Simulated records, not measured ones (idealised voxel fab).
Name of the process module below: voxel released beams
Section shown: cut. Width: 285 nm. Cell size: 5 nm, square.
We lay out every cross-section as a grid of square cells and spell it out in bands from the top down, where one band means one or more rows of cells. Basically the band line says how high the top is and how high the bottom is, in nm, and then what's in it from left to right, every material with its width in nm. Empty space shows up as "empty", and if a single material carries "full width" it runs the full band edge to edge. Height reference: 0 = level under which incoming wafer is all one material. Lowest band: no bottom, runs on downward, e.g. "top 0, no bottom". With a width like "30 to 40", each row of cells in the band differs from the next by the same amount, the top row carrying the first number and the bottom row the second. For the purposes of this document, the phrase "all unchanged" attached to a step denotes that no cell within the cross-section was modified by that step. The entry titled "Sealed internal cavities" provides the empty spaces that have no open way to the top, restricted to those of 8 cells or more. Each is presented as width x height at distance, the distance being measured from the left edge, with all three in nm. Text after the settings on a step's line: the simulator's own remark on that step. On any step carrying a mask, the "overlay nm" setting, if present on the step's line, tells how far right of its planned place the mask lay; negative values point to the left.
## Set out below are the planned steps of the process
1,op RECEIVE | material Si
2,op CONFORMAL_DEP | material SiN | thk nm 5
3,op DIRECTIONAL_DEP | material SiO2 | thk nm 20
4,op MASKED_ETCH | tone open | mask id ANCHOR | width nm 45 | etch materials SiO2 | depth nm 20 | overlay nm 0
5,op CONFORMAL_DEP | material polySi | thk nm 15
6,op DIRECTIONAL_DEP | material aC | thk nm 10
7,op PATTERN | tone cover | mask id BEAM | material resist | width nm 95 | thk nm 30 | overlay nm 0
8,op DIRECTIONAL_ETCH | etch materials aC | depth nm 10
9,op STRIP | etch materials resist
10,op DIRECTIONAL_ETCH | etch materials polySi | depth nm 15
11,op STRIP | etch materials aC
12,op STRIP | etch materials SiO2
## as received, after step 1
top 0, no bottom  Si full width
Sealed internal cavities: none
## End-of-module cross-section of the first of two wafers, processed as planned
top 40, bottom 25  90 empty, then 20 polySi, then 15 empty, then 60 polySi, then 100 empty
top 25, bottom 20  95 empty, then 15 polySi, then 15 empty, then 15 polySi, then 145 empty
top 20, bottom 5  95 empty, then 45 polySi, then 145 empty
top 5, bottom 0  SiN full width
top 0, no bottom  Si full width
Sealed internal cavities: none
## Wafer two (of two), end-of-module cross-section: start = wafer one, plan = wafer one, one run mistake
top 25, bottom 5  95 SiO2, then 45 empty, then 145 SiO2
top 5, bottom 0  SiN full width
top 0, no bottom  Si full width
Sealed internal cavities: none
So what did we get wrong on this run? step 12, actual vs plan mismatch, actual run op STRIP | etch materials polySi
Per the end-of-run cell counts, the second wafer holds more or fewer of some materials than the first: +192 SiO2; -81 polySi
